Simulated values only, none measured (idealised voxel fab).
voxel transistor to metal: a process module
cross-section cut | 300 nm wide | cells 5 nm
Bands, listed from the top down, are how a cross-section gets written in this document; the cross-section itself is a grid of square cells, and a band is one or more rows of them.
Quick guide to a band line: top height, bottom height (nm) up front; then every material left to right with its width in nm. Only one material and it's marked "everywhere"? Then it fills the band edge to edge. And "air" just means empty space.
Heads up on the height convention: 0 is the point under which the incoming wafer is all one material, and the lowest band has no bottom, it just keeps going down, like "z 0 and below".
Read "30->40" as a graded width: first number on top, second number at the bottom, same change between each pair of neighbouring rows.
Given "stayed the same" for a step, no cell of the cross-section differs between before and after that step.
Closed empty spaces (no open way to the top) of 8 cells or more are what "Closed void list" lists, each as width x height at distance from the left edge, nm for all three.
The remark found on a step's line after its settings is issued by the simulator itself and pertains to that step.
The setting "overlay nm" may be written on the line of a step. When the step uses a mask, the value reports how far to the right of the planned place the mask lay, and a negative value reports that it lay to the left.

# Process steps - plan
| 1 | RECEIVE,material Si |
| 2 | OXIDIZE,depth nm 5 |
| 3 | CONFORMAL_DEP,material SiN,thk nm 10 |
| 4 | MASKED_ETCH,tone cover,mask id ACTIVE,width nm 115,pitch nm 140,etch materials SiN,depth nm 10,overlay nm 0 |
| 5 | MASKED_ETCH,tone cover,mask id ACTIVE,width nm 115,pitch nm 140,etch materials SiO2,depth nm 5,overlay nm 0 |
| 6 | MASKED_ETCH,tone cover,mask id ACTIVE,width nm 115,pitch nm 140,etch materials Si,depth nm 35,overlay nm 0 |
| 7 | OXIDIZE,depth nm 5 |
| 8 | FILL_DEP,material SiO2,thk nm 5 |
| 9 | CMP,height nm 10 |
| 10 | SELECTIVE_ETCH,etch materials SiO2,depth nm 10 |
| 11 | STRIP,etch materials SiN |
| 12 | SELECTIVE_ETCH,etch materials SiO2,depth nm 5 |
| 13 | OXIDIZE,depth nm 5 |
| 14 | DIRECTIONAL_DEP,material polySi,thk nm 30 |
| 15 | DIRECTIONAL_DEP,material SiCN,thk nm 15 |
| 16 | PATTERN,tone cover,mask id GATE,material resist,width nm 35,pitch nm 140,thk nm 15,overlay nm 0 |
| 17 | DIRECTIONAL_ETCH,etch materials SiCN,depth nm 25 |
| 18 | DIRECTIONAL_ETCH,etch materials polySi,depth nm 40 |
| 19 | STRIP,etch materials resist |
| 20 | CONFORMAL_DEP,material SiO2,thk nm 5 |
| 21 | DIRECTIONAL_ETCH,etch materials SiO2,depth nm 5 |
| 22 | CONFORMAL_DEP,material SiN,thk nm 10 |
| 23 | DIRECTIONAL_ETCH,etch materials SiN,depth nm 10 |
| 24 | DIRECTIONAL_ETCH,etch materials SiO2,depth nm 5 |
| 25 | DIRECTIONAL_ETCH,etch materials Si,depth nm 10 |
| 26 | EPI,material nSi,thk nm 10 |
| 27 | FILL_DEP,material SiO2,thk nm 10 |
| 28 | CMP,height nm 25 |
| 29 | STRIP,etch materials polySi |
| 30 | SELECTIVE_ETCH,etch materials SiO2,depth nm 5 |
| 31 | CONFORMAL_DEP,material HfO2,thk nm 5 |
| 32 | CONFORMAL_DEP,material TiN,thk nm 5 |
| 33 | FILL_DEP,material W,thk nm 10 |
| 34 | CMP,height nm 20 |
| 35 | DIRECTIONAL_DEP,material SiO2,thk nm 15 |
| 36 | DIRECTIONAL_DEP,material aC,thk nm 15 |
| 37 | PATTERN,tone open,mask id CONTACT,material resist,width nm 20,thk nm 30,overlay nm 0 |
| 38 | DIRECTIONAL_ETCH,etch materials aC,depth nm 15 |
| 39 | STRIP,etch materials resist |
| 40 | DIRECTIONAL_ETCH,etch materials SiO2,depth nm 45 |
| 41 | STRIP,etch materials aC |
| 42 | CONFORMAL_DEP,material TiN,thk nm 5 |
| 43 | FILL_DEP,material W,thk nm 5 |
| 44 | CMP,height nm 35 |
| 45 | DIRECTIONAL_DEP,material TiN,thk nm 5 |
| 46 | DIRECTIONAL_DEP,material W,thk nm 20 |
| 47 | DIRECTIONAL_DEP,material aC,thk nm 10 |
| 48 | PATTERN,tone cover,mask id METAL_1,material resist,width nm 20,thk nm 25,overlay nm 0 |
| 49 | DIRECTIONAL_ETCH,etch materials aC,depth nm 10 |
| 50 | STRIP,etch materials resist |
| 51 | DIRECTIONAL_ETCH,etch materials W,depth nm 20 |
| 52 | DIRECTIONAL_ETCH,etch materials TiN,depth nm 5 |
| 53 | STRIP,etch materials aC |
| 54 | FILL_DEP,material lowk,thk nm 10 |
| 55 | CMP,height nm 60 |
| 56 | CONFORMAL_DEP,material SiN,thk nm 5 |

# As-received state of the wafer in cross-section, equivalent to post-step 1
	z 0 and below  Si everywhere
	Closed void list: none

# Same starting wafer, same plan as above, one mistake in the execution; this is the cross-section at the end of the module
	z 65 to 60  SiN everywhere
	z 60 to 40  30 nm lowk, then 20 nm W, then 65 nm lowk, then 20 nm W, then 35 nm lowk, then 20 nm W, then 65 nm lowk, then 20 nm W, then 25 nm lowk
	z 40 to 35  30 nm lowk, then 20 nm TiN, then 65 nm lowk, then 20 nm TiN, then 35 nm lowk, then 20 nm TiN, then 65 nm lowk, then 20 nm TiN, then 25 nm lowk
	z 35 to 20  25 nm SiO2, then 5 nm TiN, then 10 nm W, then 5 nm TiN, then 65 nm SiO2, then 5 nm TiN, then 10 nm W, then 5 nm TiN, then 35 nm SiO2, then 5 nm TiN, then 10 nm W, then 5 nm TiN, then 65 nm SiO2, then 5 nm TiN, then 10 nm W, then 5 nm TiN, then 30 nm SiO2
	z 20 to 5  25 nm SiO2, then 5 nm TiN, then 10 nm W, then 5 nm TiN, then 10 nm SiN, then 5 nm HfO2, then 5 nm TiN, then 25 nm W, then 5 nm TiN, then 5 nm HfO2, then 10 nm SiN, then 5 nm TiN, then 10 nm W, then 5 nm TiN, then 35 nm SiO2, then 5 nm TiN, then 10 nm W, then 5 nm TiN, then 10 nm SiN, then 5 nm HfO2, then 5 nm TiN, then 25 nm W, then 5 nm TiN, then 5 nm HfO2, then 10 nm SiN, then 5 nm TiN, then 10 nm W, then 5 nm TiN, then 30 nm SiO2
	z 5 to 0  25 nm SiO2, then 20 nm TiN, then 10 nm SiN, then 5 nm HfO2, then 5 nm TiN, then 25 nm W, then 5 nm TiN, then 5 nm HfO2, then 10 nm SiN, then 20 nm TiN, then 35 nm SiO2, then 20 nm TiN, then 10 nm SiN, then 5 nm HfO2, then 5 nm TiN, then 25 nm W, then 5 nm TiN, then 5 nm HfO2, then 10 nm SiN, then 20 nm TiN, then 30 nm SiO2
	z 0 to -5  25 nm SiO2, then 10 nm TiN, then 10 nm nSi, then 10 nm SiN, then 5 nm HfO2, then 35 nm TiN, then 5 nm HfO2, then 10 nm SiN, then 10 nm nSi, then 10 nm TiN, then 35 nm SiO2, then 10 nm TiN, then 10 nm nSi, then 10 nm SiN, then 5 nm HfO2, then 35 nm TiN, then 5 nm HfO2, then 10 nm SiN, then 10 nm nSi, then 10 nm TiN, then 30 nm SiO2
	z -5 to -10  25 nm SiO2, then 10 nm TiN, then 10 nm nSi, then 10 nm SiO2, then 45 nm HfO2, then 10 nm SiO2, then 10 nm nSi, then 10 nm TiN, then 35 nm SiO2, then 10 nm TiN, then 10 nm nSi, then 10 nm SiO2, then 45 nm HfO2, then 10 nm SiO2, then 10 nm nSi, then 10 nm TiN, then 30 nm SiO2
	z -10 to -20  25 nm SiO2, then 20 nm nSi, then 65 nm Si, then 20 nm nSi, then 35 nm SiO2, then 20 nm nSi, then 65 nm Si, then 20 nm nSi, then 30 nm SiO2
	z -20 to -45  25 nm SiO2, then 105 nm Si, then 35 nm SiO2, then 105 nm Si, then 30 nm SiO2
	z -45 and below  Si everywhere
	Closed void list: none
Heads up, the wafer didn't run the way we planned it: step 48 was processed under conditions differing from the plan, specifically as PATTERN,tone cover,mask id METAL_1,material resist,width nm 20,thk nm 25,overlay nm 5
